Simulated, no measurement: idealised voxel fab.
This section sets out a process module, namely voxel capacitor over wiring.
This is section cut - it's 220 nm across, gridded in 5 nm square cells.
Cross-section format: a grid of square cells, given as bands from top to bottom; each band is one or more rows of cells. This entry defines a band. It first specifies the height of the band's top and the height of its bottom in nm, and then specifies the band's materials from left to right, stating each material with its width in nm. The word "edge to edge" identifies a single material that fills the band from edge to edge, while the word "empty" identifies empty space. The level at which height equals 0 is the one under which the wafer, as it arrives, is entirely one material. No lower edge exists for the bottom band, which continues downward and is notated as in "0..down". It should be noted that a width expressed as "30..40" varies in equal increments from row to row of cells within the band, taking the value of the first number at the top row and that of the second number at the bottom row. A step reported as "no modification" is a step in which no cell of the cross-section changed. In "Sealed cavities" the enclosed voids are listed, meaning empty spaces of 8 cells or larger without any opening to the top. The form is width x height at distance, distance from the left edge, units nm. On a step's line, text after the settings is the simulator commenting on that step. "overlay nm" on a masked step: distance the mask lay right of its planned place, negative for left.

So here's the lineup of process steps we planned:
1) RECEIVE | material Si
2) CONFORMAL_DEP | material SiO2 | thk nm 10
3) CONFORMAL_DEP | material SiCN | thk nm 5
4) DIRECTIONAL_DEP | material SiO2 | thk nm 25
5) MASKED_ETCH | tone open | mask id METAL_1 | width nm 30 | pitch nm 85 | etch materials SiO2 | depth nm 25 | overlay nm -15
6) MASKED_ETCH | tone open | mask id METAL_1 | width nm 30 | pitch nm 85 | etch materials SiCN | depth nm 5 | overlay nm 0
7) CONFORMAL_DEP | material TiN | thk nm 5
8) FILL_DEP | material Ru | thk nm 10
9) CMP | height nm 40
10) CONFORMAL_DEP | material SiCN | thk nm 5
11) DIRECTIONAL_DEP | material SiO2 | thk nm 15
12) DIRECTIONAL_DEP | material aC | thk nm 10
13) PATTERN | tone open | mask id PLUG_1 | material resist | width nm 15 | thk nm 30 | overlay nm 0
14) DIRECTIONAL_ETCH | etch materials aC | depth nm 10
15) STRIP | etch materials resist
16) DIRECTIONAL_ETCH | etch materials SiO2 | depth nm 15
17) DIRECTIONAL_ETCH | etch materials SiCN | depth nm 5
18) STRIP | etch materials aC
19) CONFORMAL_DEP | material TiN | thk nm 5
20) FILL_DEP | material Ru | thk nm 10
21) CMP | height nm 60
22) DIRECTIONAL_DEP | material TiN | thk nm 10
23) DIRECTIONAL_DEP | material HfO2 | thk nm 5
24) DIRECTIONAL_DEP | material TiN | thk nm 10
25) DIRECTIONAL_DEP | material aC | thk nm 10
26) PATTERN | tone cover | mask id UPPER_PLATE | material resist | width nm 60 | thk nm 25 | overlay nm 0
27) DIRECTIONAL_ETCH | etch materials aC | depth nm 10
28) STRIP | etch materials resist
29) DIRECTIONAL_ETCH | etch materials TiN | depth nm 10
30) DIRECTIONAL_ETCH | etch materials HfO2 | depth nm 5
31) STRIP | etch materials aC
32) DIRECTIONAL_DEP | material aC | thk nm 15
33) PATTERN | tone cover | mask id LOWER_PLATE | material resist | width nm 70 | thk nm 30 | overlay nm 0
34) DIRECTIONAL_ETCH | etch materials aC | depth nm 15
35) STRIP | etch materials resist
36) DIRECTIONAL_ETCH | etch materials TiN | depth nm 10
37) STRIP | etch materials aC
38) FILL_DEP | material SiO2 | thk nm 15
39) CMP | height nm 95
40) MASKED_ETCH | tone open | mask id PLUG_2 | width nm 15 | etch materials SiO2 | depth nm 10 | overlay nm 0
41) CONFORMAL_DEP | material TiN | thk nm 5
42) FILL_DEP | material W | thk nm 10
43) CMP | height nm 95
44) CONFORMAL_DEP | material SiN | thk nm 5
For clarity, it should be stated that the wafers under discussion commence in an identical condition and differ with respect to the overlay nm of step 5, the plan indicating the value that the first wafer had.

Cross-section of the first of several received wafers, showing its state after step 1:
  0..down | Si edge to edge
  Sealed cavities: none

Each wafer at the end: cells of each material gained (+) or lost (-) since it was received, then its closed voids:
overlay nm -15; +12 HfO2; +37 Ru; +79 SiCN; +44 SiN; +609 SiO2; +98 TiN; +1 W; Sealed cavities: none
overlay nm -10; +12 HfO2; +39 Ru; +77 SiCN; +44 SiN; +609 SiO2; +98 TiN; +1 W; Sealed cavities: none
overlay nm -5; +12 HfO2; +41 Ru; +75 SiCN; +44 SiN; +609 SiO2; +98 TiN; +1 W; Sealed cavities: none
overlay nm 0; +12 HfO2; +43 Ru; +73 SiCN; +44 SiN; +609 SiO2; +98 TiN; +1 W; Sealed cavities: none
overlay nm 5; +12 HfO2; +41 Ru; +75 SiCN; +44 SiN; +609 SiO2; +98 TiN; +1 W; Sealed cavities: none
overlay nm 10; +12 HfO2; +39 Ru; +77 SiCN; +44 SiN; +609 SiO2; +98 TiN; +1 W; Sealed cavities: none
overlay nm 15; +12 HfO2; +37 Ru; +79 SiCN; +44 SiN; +609 SiO2; +98 TiN; +1 W; Sealed cavities: none
